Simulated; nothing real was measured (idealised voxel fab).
Process module name: voxel capacitor over wiring
245 nm wide, 5 nm square cells: that's cross-section cut.
Cross-section, as written here: a square-cell grid given band by band from the top down, where a band holds one or more rows of cells. For a band, the entry starts with two heights in nm, that of the top and then that of the bottom, and carries on with the band's materials in order from left to right, each alongside its width in nm; the word "full width" beside a single material means it fills the band edge to edge, and "empty" means empty space. Heights from 0 (as-received wafer is one material below). Bottom band endless downward, as "0 nm and below". A two-number width, for instance "30 to 40", indicates that the width is equal to the first number in the top row of the band and to the second number in the bottom row, and that it changes by a constant amount per row of cells. The cross-section has no changed cell in any step marked "nothing altered". "Voids lacking openings" - sealed voids, min. 8 cells, no opening to top; format: width x height at distance (distance from left edge; nm throughout). On each step's line, the part that comes after the settings is the simulator's own comment on the step. overlay nm: right-of-plan distance of the mask on a masked step; negative values mean left-of-plan. Heads up before you read on: it's before/after pairs around one process step each, after side only down to the lowest band that changed, step plus settings under the pair. Pairs can be from different runs of this module, same starting wafer, so only chain a pair onto the one above if its "Prior to step" entry says so.

# Prior to step
- 100 nm to 95 nm | 95 TiN  5 empty  145 TiN
- 95 nm to 85 nm | 90 SiO2  5 TiN  5 empty  5 TiN  140 SiO2
- 85 nm to 80 nm | 90 SiO2  15 TiN  140 SiO2
- 80 nm to 75 nm | SiO2 full width
- 75 nm to 70 nm | 80 SiO2  60 HfO2  105 SiO2
- 70 nm to 60 nm | 75 TiN  5 SiO2  60 TiN  5 SiO2  100 TiN
- 60 nm to 50 nm | 80 SiO2  5 TiN  5 Ru  5 TiN  150 SiO2
- 50 nm to 45 nm | 80 SiCN  15 TiN  150 SiCN
- 45 nm to 20 nm | 70 SiO2  5 TiN  15 Cu  5 TiN  55 SiO2  5 TiN  15 Cu  5 TiN  70 SiO2
- 20 nm to 15 nm | 70 SiCN  25 TiN  55 SiCN  25 TiN  70 SiCN
- 15 nm to 0 nm | SiO2 full width
- 0 nm and below | Si full width
- Voids lacking openings: none

# Post-Step Cross-Section
- 105 nm to 100 nm | Ru full width
- 100 nm to 95 nm | 95 TiN  5 Ru  145 TiN
- 95 nm to 85 nm | 90 SiO2  5 TiN  5 Ru  5 TiN  140 SiO2
- Heights below 85 show no change.
- Voids lacking openings: none
What sits between those two cross-sections? FILL_DEP,material Ru,thk nm 5

Prior to step: we pick up right where the pair above leaves off, with its after cross-section.

# Post-Step Cross-Section
- 95 nm to 85 nm | 90 SiO2  5 TiN  5 Ru  5 TiN  140 SiO2
- Heights below 85 show no change.
- Voids lacking openings: none
What sits between those two cross-sections? CMP,height nm 95

Prior to step: we pick up right where the pair above leaves off, with its after cross-section.

# Post-Step Cross-Section
- 100 nm to 95 nm | SiCN full width
- Heights below 95 show no change.
- Voids lacking openings: none
What sits between those two cross-sections? CONFORMAL_DEP,material SiCN,thk nm 5
